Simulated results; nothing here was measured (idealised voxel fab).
process module | voxel tone inversion
cross-section cut | 240 nm wide | cells 5 nm
A cross-section is a grid of square cells, given in bands from the top down. A band is one or more rows of cells.
Each band's line starts with the height of the band's top and of its bottom, in nm. Then come its materials from left to right, each with its width in nm. One material with "throughout" fills the band from edge to edge. "air" is empty space.
Height 0 is the level under which the wafer as received is all one material. The lowest band goes on downwards, as in "0 down".
A width such as "30 to 40" changes by the same amount from each row of cells to the next, from the band's top row to its bottom row.
"no change" after a step means that no cell of the cross-section changed.
closed voids: empty space of 8 cells or more with no open way to the top, each as width x height at its distance from the left edge, in nm
after a step's settings: what the simulator itself notes on the step
overlay nm, on a step with a mask: how far to the right of its planned place the mask lay; to the left if negative
plan
1 op RECEIVE | material Si
2 op CONFORMAL_DEP | material SiCN | thk nm 5
3 op DIRECTIONAL_DEP | material polySi | thk nm 20
4 op PATTERN | tone cover | mask id POSTS | material resist | width nm 25 | pitch nm 55 | thk nm 30 | overlay nm 0
5 op DIRECTIONAL_ETCH | etch materials polySi | depth nm 20
6 op STRIP | etch materials resist
7 op FILL_DEP | material lowk | thk nm 10
8 op CMP | height nm 25
9 op STRIP | etch materials polySi
as received, after step 1
  0 down: Si throughout
  closed voids: none
first wafer at the end, as planned
  25 to 5: lowk 50 | air 25 | lowk 30 | air 25 | lowk 30 | air 25 | lowk 55
  5 to 0: SiCN throughout
  0 down: Si throughout
  closed voids: none
second wafer at the end: like start, like plan, one mistake
  25 to 0: SiCN throughout
  0 down: Si throughout
  closed voids: none
what went wrong: step 3 ran as: op DIRECTIONAL_DEP | material SiCN | thk nm 20
at the end the second wafer has, in cells: 192 more of SiCN | 132 fewer of lowk
